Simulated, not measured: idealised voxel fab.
Herein follows the process module entitled voxel tone inversion.
The figure presents cross-section cut, which has a width of 240 nm and is divided into square cells with an edge length of 5 nm.
Cross-sections here: square-cell grids, written as top-down lists of bands, a band being one or more rows of cells.
It is stipulated that each band's entry specify, in nanometres, the height of the top of the band and then that of its bottom, followed by the materials of the band in left-to-right sequence, each together with its width in nanometres. A single material marked by the word "full width" is understood to fill the band from edge to edge; the word "empty" is understood to denote empty space.
Height 0 is the level under which the wafer as received is all one material. The lowest band goes on downwards, as in "0 down".
So if you see something like "30 to 40" for the width, read it as the top row of the band sitting at the first number and the bottom row at the second, with every row in between moving by the same amount as the last.
"no modifications" after a step means that no cell of the cross-section changed.
For the entry "Sealed internal voids", the listed items are empty spaces with no open way to the top whose size is 8 cells or more; each item follows the pattern width x height at distance, where distance is from the left edge and all three are in nm.
Note: text after step settings on the step line = simulator remark on that step.
The optional step-line setting "overlay nm" applies to steps with a mask and quantifies how far to the right of its planned location the mask lay, a negative value indicating leftward placement.
## Steps planned for the process
1 RECEIVE [material Si]
2 CONFORMAL_DEP [material SiN] [thk nm 10]
3 DIRECTIONAL_DEP [material aC] [thk nm 15]
4 PATTERN [tone cover] [mask id POSTS] [material resist] [width nm 25] [pitch nm 40] [thk nm 25] [overlay nm 0]
5 DIRECTIONAL_ETCH [etch materials aC] [depth nm 15]
6 STRIP [etch materials resist]
7 FILL_DEP [material lowk] [thk nm 5]
8 CMP [height nm 25]
9 STRIP [etch materials aC]
10 CONFORMAL_DEP [material TiN] [thk nm 5]
11 FILL_DEP [material Cu] [thk nm 5]
12 CMP [height nm 25]
13 CONFORMAL_DEP [material SiN] [thk nm 5]
## Concerning the first of two wafers, which was run in accordance with the plan
## This is the cross-section of the wafer as we received it, i.e. after step 1
> 0 down = Si full width
> Sealed internal voids: none
## Sectional view: wafer, after step 2
> 10 to 0 = SiN full width
> Nothing below the height 0 has changed.
## Sectional view: wafer, after step 3
> 25 to 10 = aC full width
> Nothing below the height 10 has changed.
## Sectional view: wafer, after step 4
> 50 to 25 = empty: 65 | resist: 25 | empty: 15 | resist: 25 | empty: 15 | resist: 25 | empty: 70
> Nothing below the height 25 has changed.
## Sectional view: wafer, after step 5
> 35 to 25 = empty: 65 | resist: 25 | empty: 15 | resist: 25 | empty: 15 | resist: 25 | empty: 70
> 25 to 10 = empty: 65 | aC: 25 | empty: 15 | aC: 25 | empty: 15 | aC: 25 | empty: 70
> Nothing below the height 10 has changed.
## Sectional view: wafer, after step 6
> 25 to 10 = empty: 65 | aC: 25 | empty: 15 | aC: 25 | empty: 15 | aC: 25 | empty: 70
> Nothing below the height 10 has changed.
## Sectional view: wafer, after step 7
> 30 to 25 = lowk full width
> 25 to 10 = lowk: 65 | aC: 25 | lowk: 15 | aC: 25 | lowk: 15 | aC: 25 | lowk: 70
> Nothing below the height 10 has changed.
## Sectional view: wafer, after step 8
> 25 to 10 = lowk: 65 | aC: 25 | lowk: 15 | aC: 25 | lowk: 15 | aC: 25 | lowk: 70
> Nothing below the height 10 has changed.
## Sectional view: wafer, after step 9
> 25 to 10 = lowk: 65 | empty: 25 | lowk: 15 | empty: 25 | lowk: 15 | empty: 25 | lowk: 70
> Nothing below the height 10 has changed.
## Sectional view: wafer, after step 10
> 30 to 25 = TiN: 70 | empty: 15 | TiN: 25 | empty: 15 | TiN: 25 | empty: 15 | TiN: 75
> 25 to 15 = lowk: 65 | TiN: 5 | empty: 15 | TiN: 5 | lowk: 15 | TiN: 5 | empty: 15 | TiN: 5 | lowk: 15 | TiN: 5 | empty: 15 | TiN: 5 | lowk: 70
> 15 to 10 = lowk: 65 | TiN: 25 | lowk: 15 | TiN: 25 | lowk: 15 | TiN: 25 | lowk: 70
> Nothing below the height 10 has changed.
## Sectional view: wafer, after step 11
> 35 to 30 = Cu full width
> 30 to 25 = TiN: 70 | Cu: 15 | TiN: 25 | Cu: 15 | TiN: 25 | Cu: 15 | TiN: 75
> 25 to 15 = lowk: 65 | TiN: 5 | Cu: 15 | TiN: 5 | lowk: 15 | TiN: 5 | Cu: 15 | TiN: 5 | lowk: 15 | TiN: 5 | Cu: 15 | TiN: 5 | lowk: 70
> Nothing below the height 15 has changed.
## Sectional view: wafer, after step 12
> 25 to 15 = lowk: 65 | TiN: 5 | Cu: 15 | TiN: 5 | lowk: 15 | TiN: 5 | Cu: 15 | TiN: 5 | lowk: 15 | TiN: 5 | Cu: 15 | TiN: 5 | lowk: 70
> Nothing below the height 15 has changed.
## Sectional view: wafer, after step 13
> 30 to 25 = SiN full width
> Nothing below the height 25 has changed.
## Second Wafer (Identical Start and Plan, One Processing Error; Matches First Wafer Through Step 11)
## Cross-sectional view of the second wafer at the intended end time of process step 12
> 30 to 25 = TiN: 70 | Cu: 15 | TiN: 25 | Cu: 15 | TiN: 25 | Cu: 15 | TiN: 75
> Nothing below the height 25 has changed.
## Cross-sectional view of the second wafer at the intended end time of process step 13
> 35 to 30 = SiN full width
> Nothing below the height 30 has changed.
Deviation noted in wafer processing: contrary to plan, step 12 was performed as CMP [height nm 30]
It is noted that, at the conclusion of processing, the second wafer exhibits a higher or lower cell count for certain materials relative to the first: Cu +9 | TiN +39
